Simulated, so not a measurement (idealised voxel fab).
This section sets out a process module, namely voxel self aligned contacts.
220 nm wide, 5 nm square cells: that's cross-section cut.
Just so we're on the same page, the cross-sections are grids of square cells, and they're listed out in bands top to bottom, each band one or more rows deep. Within each band entry, the heights of the top and of the bottom of the band appear first, in that order and in nm; the materials of the band then follow from left to right, each with its corresponding width in nm. The designation "everywhere" on a single material indicates that it fills the band from edge to edge; the designation "blank" indicates empty space. It should be noted that heights are counted from 0, beneath which the wafer as supplied is of one material throughout, and that the lowest band possesses no lower boundary but continues downward, as written in "0 nm and below". The width entry "30 to 40" should be interpreted row by row: the top row of cells in the band takes the first number, the bottom row takes the second number, and the change between adjacent rows is uniform throughout. Step marked "no alteration"? Then no cell in the cross-section changed in it. "Closed void roster" lists enclosed empty spaces (at least 8 cells, no open path upward to the top), each as width x height at distance from the left edge, in nm. On each step's line, the part that comes after the settings is the simulator's own comment on the step. overlay nm: mask offset rightward from planned place, masked step; negative means leftward offset.

**Here's what the planned process steps look like**
1: RECEIVE with material Si
2: OXIDIZE with depth nm 5
3: DIRECTIONAL_DEP with material polySi, thk nm 25
4: DIRECTIONAL_DEP with material SiN, thk nm 20
5: PATTERN with tone cover, mask id GATE, material resist, width nm 25, pitch nm 55, thk nm 20, overlay nm 0
6: DIRECTIONAL_ETCH with etch materials SiN, depth nm 10
7: DIRECTIONAL_ETCH with etch materials polySi, depth nm 25
8: STRIP with etch materials resist
9: CONFORMAL_DEP with material SiN, thk nm 5
10: DIRECTIONAL_ETCH with etch materials SiN, depth nm 5
11: FILL_DEP with material SiO2, thk nm 15
12: CMP with height nm 50
13: PATTERN with tone open, mask id CONTACT, material resist, width nm 40, thk nm 20, overlay nm 0
14: DIRECTIONAL_ETCH with etch materials SiO2, depth nm 55
15: STRIP with etch materials resist
16: CONFORMAL_DEP with material TiN, thk nm 5
17: FILL_DEP with material Ru, thk nm 10
18: CMP with height nm 50
19: CONFORMAL_DEP with material SiN, thk nm 5
Variable across wafers: step 6 depth nm (plan value is that of the first wafer; starting state common to all).

**Cross-section of the first incoming wafer of several, state after step 1**
  0 nm and below = Si everywhere
  Closed void roster: none

**Per wafer (row), end of module: delta in cells per material since receipt, (+) for gained, (-) for lost; closed voids after that**
depth nm 10, +4 Ru, -44 Si, +160 SiN, +132 SiO2, +12 TiN, +220 polySi, Closed void roster: none
depth nm 15, +6 Ru, -44 Si, +130 SiN, +158 SiO2, +14 TiN, +220 polySi, Closed void roster: none
depth nm 20, +20 Ru, -44 Si, +120 SiN, +310 SiO2, +28 TiN, +50 polySi, Closed void roster: none
depth nm 25, +20 Ru, -44 Si, +120 SiN, +310 SiO2, +28 TiN, +50 polySi, Closed void roster: none
depth nm 30, +20 Ru, -44 Si, +120 SiN, +310 SiO2, +28 TiN, +50 polySi, Closed void roster: none
depth nm 35, +20 Ru, -44 Si, +120 SiN, +310 SiO2, +28 TiN, +50 polySi, Closed void roster: none
